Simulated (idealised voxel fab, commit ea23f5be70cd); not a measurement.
The document below concerns the process module designated voxel self aligned vias.
Xsec cut, 240 nm wide, square cell size 5 nm.
In what follows, cross-sections appear as grids of square cells, described through bands that run from the top down, where every band is one or more rows of cells.
Look at the band entry: it leads with the top's height and the bottom's height in nm. Then it lists the materials left to right, with a width in nm for each. The word "throughout" on a single material says that material fills the band edge to edge. The word "blank" is empty space.
It should be noted that heights are counted from 0, beneath which the wafer as supplied is of one material throughout, and that the lowest band possesses no lower boundary but continues downward, as written in "top 0, no bottom".
A width such as "30 to 40" changes by the same amount from each row of cells to the next, from the band's top row to its bottom row.
Where the words "no modifications" appear for a step, the cross-section shows no cell changed by that step; every cell remained as before.
Under "Voids, enclosed" you'll find the enclosed gaps, the ones with no way out to the top, that are 8 cells or bigger; each reads width x height at distance, with distance counted from the left edge, everything in nm.
Whatever follows a step's settings on its line is a remark the simulator itself makes about that step.
overlay nm: mask offset rightward from planned place, masked step; negative means leftward offset.

-- plan
1. RECEIVE | material Si
2. CONFORMAL_DEP | material SiO2 | thk nm 10
3. CONFORMAL_DEP | material SiCN | thk nm 5
4. DIRECTIONAL_DEP | material SiO2 | thk nm 20
5. PATTERN | tone open | mask id LINES | material resist | width nm 25 | pitch nm 60 | thk nm 20 | overlay nm 0
6. DIRECTIONAL_ETCH | etch materials SiO2 | depth nm 20
7. STRIP | etch materials resist
8. CONFORMAL_DEP | material TiN | thk nm 5
9. FILL_DEP | material W | thk nm 10
10. CMP | height nm 35
11. SELECTIVE_ETCH | etch materials W Ru TiN | depth nm 10
12. FILL_DEP | material SiN | thk nm 10
13. CMP | height nm 35
14. DIRECTIONAL_DEP | material SiO2 | thk nm 20
15. DIRECTIONAL_DEP | material aC | thk nm 15
16. PATTERN | tone open | mask id VIAS | material resist | width nm 35 | thk nm 35 | overlay nm 0
17. DIRECTIONAL_ETCH | etch materials aC | depth nm 15
18. STRIP | etch materials resist
19. DIRECTIONAL_ETCH | etch materials SiO2 | depth nm 20
20. DIRECTIONAL_ETCH | etch materials SiN | depth nm 10
21. STRIP | etch materials aC
22. CONFORMAL_DEP | material TiN | thk nm 5
23. FILL_DEP | material Ru | thk nm 10
24. CMP | height nm 55
25. CONFORMAL_DEP | material SiN | thk nm 5

-- Wafer as received: cross-section following step 1
	top 0, no bottom | Si throughout
	Voids, enclosed: none

-- Cross-section, first of two wafers, end of module, run as planned
	top 60, bottom 55 | SiN throughout
	top 55, bottom 40 | SiO2: 70 / TiN: 5 / Ru: 25 / TiN: 5 / SiO2: 135
	top 40, bottom 35 | SiO2: 70 / TiN: 10 / Ru: 15 / TiN: 10 / SiO2: 135
	top 35, bottom 30 | SiO2: 75 / TiN: 5 / Ru: 15 / TiN: 5 / SiO2: 35 / SiN: 25 / SiO2: 80
	top 30, bottom 25 | SiO2: 75 / TiN: 25 / SiO2: 35 / SiN: 25 / SiO2: 80
	top 25, bottom 20 | SiO2: 75 / TiN: 5 / W: 15 / TiN: 5 / SiO2: 35 / TiN: 5 / W: 15 / TiN: 5 / SiO2: 80
	top 20, bottom 15 | SiO2: 75 / TiN: 25 / SiO2: 35 / TiN: 25 / SiO2: 80
	top 15, bottom 10 | SiCN throughout
	top 10, bottom 0 | SiO2 throughout
	top 0, no bottom | Si throughout
	Voids, enclosed: none

-- Second wafer cross-section at end of module - shared start and plan with the first, one mistake in the run
	top 60, bottom 55 | SiN throughout
	top 55, bottom 50 | TiN: 75 / Ru: 25 / TiN: 140
	top 50, bottom 35 | SiO2: 70 / TiN: 5 / Ru: 25 / TiN: 5 / SiO2: 135
	top 35, bottom 30 | SiO2: 70 / TiN: 10 / Ru: 15 / TiN: 10 / SiO2: 30 / SiN: 25 / SiO2: 80
	top 30, bottom 25 | SiO2: 75 / TiN: 25 / SiO2: 35 / SiN: 25 / SiO2: 80
	top 25, bottom 20 | SiO2: 75 / TiN: 5 / W: 15 / TiN: 5 / SiO2: 35 / TiN: 5 / W: 15 / TiN: 5 / SiO2: 80
	top 20, bottom 15 | SiO2: 75 / TiN: 25 / SiO2: 35 / TiN: 25 / SiO2: 80
	top 15, bottom 10 | SiCN throughout
	top 10, bottom 0 | SiO2 throughout
	top 0, no bottom | Si throughout
	Voids, enclosed: none
It is concluded that the wafer was processed incorrectly with respect to the plan, in that step 14 was not run as planned; what actually ran was DIRECTIONAL_DEP | material SiO2 | thk nm 15
Cell-count delta at end, second wafer over first, by material: +2 Ru | -43 SiO2 | +41 TiN
